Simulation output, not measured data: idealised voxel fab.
Herein follows the process module entitled voxel fin reveal.
Xsec cut, 270 nm wide, square cell size 5 nm.
Cross-section = grid of square cells, listed top down in bands; band = one or more rows. Each band's line starts with the height of the band's top and of its bottom, in nm. Then come its materials from left to right, each with its width in nm. One material with "edge to edge" fills the band from edge to edge. "air" is empty space. Ref level 0: as-received wafer is one material below here. Bottom band extends down with no lower bound ("from 0 down"). Think of "30..40" as a width that walks from the first number to the second as you go down the band, top row to bottom row, taking equal-sized steps from row to row. Any step labelled "remained the same" changed none of the cells in the cross-section. The label "Enclosed void entries" introduces a list of the empty spaces, 8 cells or larger, that have no open way up to the top; each entry in it reads width x height at distance, where the distance is taken from the left edge and all three are stated in nm. after a step's settings: what the simulator itself notes on the step. A step's line can hold "overlay nm"; with a mask on that step, the setting says how far right of the planned place the mask lay, while a negative setting says it lay to the left.

So here's the lineup of process steps we planned
step 1: RECEIVE (material Si)
step 2: CONFORMAL_DEP (material SiN; thk nm 5)
step 3: MASKED_ETCH (tone cover; mask id FINS; width nm 15; pitch nm 40; etch materials SiN; depth nm 5; overlay nm 0)
step 4: MASKED_ETCH (tone cover; mask id FINS; width nm 15; pitch nm 40; etch materials Si; depth nm 40; overlay nm 0)
step 5: OXIDIZE (depth nm 5)
step 6: FILL_DEP (material SiO2; thk nm 10)
step 7: CMP (height nm 5)
step 8: SELECTIVE_ETCH (etch materials SiO2; depth nm 20)
step 9: STRIP (etch materials SiN)
step 10: CONFORMAL_DEP (material HfO2; thk nm 5)

First of two wafers, with the run carried out as planned

Incoming wafer in cross-section (state: after step 1)
- from 0 down = Si edge to edge
- Enclosed void entries: none

After step 2, in cross-section
- from 5 to 0 = SiN edge to edge
- Rest of section, below 0: as before.

After step 3, in cross-section
- from 5 to 0 = 85 of air | 15 of SiN | 25 of air | 15 of SiN | 25 of air | 15 of SiN | 90 of air
- Rest of section, below 0: as before.

After step 4, in cross-section
- from 5 to 0 = 85 of air | 15 of SiN | 25 of air | 15 of SiN | 25 of air | 15 of SiN | 90 of air
- from 0 to -40 = 85 of air | 15 of Si | 25 of air | 15 of Si | 25 of air | 15 of Si | 90 of air
- Rest of section, below -40: as before.

After step 5, in cross-section
- from 5 to 0 = 85 of air | 15 of SiN | 25 of air | 15 of SiN | 25 of air | 15 of SiN | 90 of air
- from 0 to -40 = 85 of air | 5 of SiO2 | 5 of Si | 5 of SiO2 | 25 of air | 5 of SiO2 | 5 of Si | 5 of SiO2 | 25 of air | 5 of SiO2 | 5 of Si | 5 of SiO2 | 90 of air
- from -40 to -45 = 90 of SiO2 | 5 of Si | 35 of SiO2 | 5 of Si | 35 of SiO2 | 5 of Si | 95 of SiO2
- Rest of section, below -45: as before.

After step 6, in cross-section
- from 15 to 5 = SiO2 edge to edge
- from 5 to 0 = 85 of SiO2 | 15 of SiN | 25 of SiO2 | 15 of SiN | 25 of SiO2 | 15 of SiN | 90 of SiO2
- from 0 to -45 = 90 of SiO2 | 5 of Si | 35 of SiO2 | 5 of Si | 35 of SiO2 | 5 of Si | 95 of SiO2
- Rest of section, below -45: as before.

After step 7, in cross-section
- from 5 to 0 = 85 of SiO2 | 15 of SiN | 25 of SiO2 | 15 of SiN | 25 of SiO2 | 15 of SiN | 90 of SiO2
- Rest of section, below 0: as before.

After step 8, in cross-section
- from 5 to 0 = 85 of air | 15 of SiN | 25 of air | 15 of SiN | 25 of air | 15 of SiN | 90 of air
- from 0 to -15 = 90 of air | 5 of Si | 35 of air | 5 of Si | 35 of air | 5 of Si | 95 of air
- Rest of section, below -15: as before.

After step 9, in cross-section
- from 0 to -15 = 90 of air | 5 of Si | 35 of air | 5 of Si | 35 of air | 5 of Si | 95 of air
- Rest of section, below -15: as before.

After step 10, in cross-section
- from 5 to 0 = 85 of air | 15 of HfO2 | 25 of air | 15 of HfO2 | 25 of air | 15 of HfO2 | 90 of air
- from 0 to -10 = 85 of air | 5 of HfO2 | 5 of Si | 5 of HfO2 | 25 of air | 5 of HfO2 | 5 of Si | 5 of HfO2 | 25 of air | 5 of HfO2 | 5 of Si | 5 of HfO2 | 90 of air
- from -10 to -15 = 90 of HfO2 | 5 of Si | 35 of HfO2 | 5 of Si | 35 of HfO2 | 5 of Si | 95 of HfO2
- Rest of section, below -15: as before.

The second wafer began exactly as the first did and followed the same plan, but one mistake was made while running it; through step 7 inclusive, the two wafers are identical

Cross-sectional representation of the second wafer at the time designated in the plan for the completion of step 8
- from 5 to 0 = 85 of SiO2 | 15 of air | 25 of SiO2 | 15 of air | 25 of SiO2 | 15 of air | 90 of SiO2
- Rest of section, below 0: as before.

Cross-sectional representation of the second wafer at the time designated in the plan for the completion of step 9
- from 0 to -15 = 90 of air | 5 of Si | 35 of air | 5 of Si | 35 of air | 5 of Si | 95 of air
- from -15 to -20 = 65 of SiO2 | 25 of air | 5 of Si | 35 of air | 5 of Si | 35 of air | 5 of Si | 25 of air | 70 of SiO2
- Rest of section, below -20: as before.

Cross-sectional representation of the second wafer at the time designated in the plan for the completion of step 10
- from 5 to 0 = 85 of air | 15 of HfO2 | 25 of air | 15 of HfO2 | 25 of air | 15 of HfO2 | 90 of air
- from 0 to -10 = 85 of air | 5 of HfO2 | 5 of Si | 5 of HfO2 | 25 of air | 5 of HfO2 | 5 of Si | 5 of HfO2 | 25 of air | 5 of HfO2 | 5 of Si | 5 of HfO2 | 90 of air
- from -10 to -15 = 70 of HfO2 | 15 of air | 5 of HfO2 | 5 of Si | 5 of HfO2 | 25 of air | 5 of HfO2 | 5 of Si | 5 of HfO2 | 25 of air | 5 of HfO2 | 5 of Si | 5 of HfO2 | 15 of air | 75 of HfO2
- from -15 to -20 = 65 of SiO2 | 25 of HfO2 | 5 of Si | 35 of HfO2 | 5 of Si | 35 of HfO2 | 5 of Si | 25 of HfO2 | 70 of SiO2
- Rest of section, below -20: as before.
Processing error: contrary to the plan, steps 8 and 9 were processed in exchanged order
Bottom line after processing is that, in cells, the second wafer is up or down on some materials versus the first: +8 HfO2; -24 SiO2
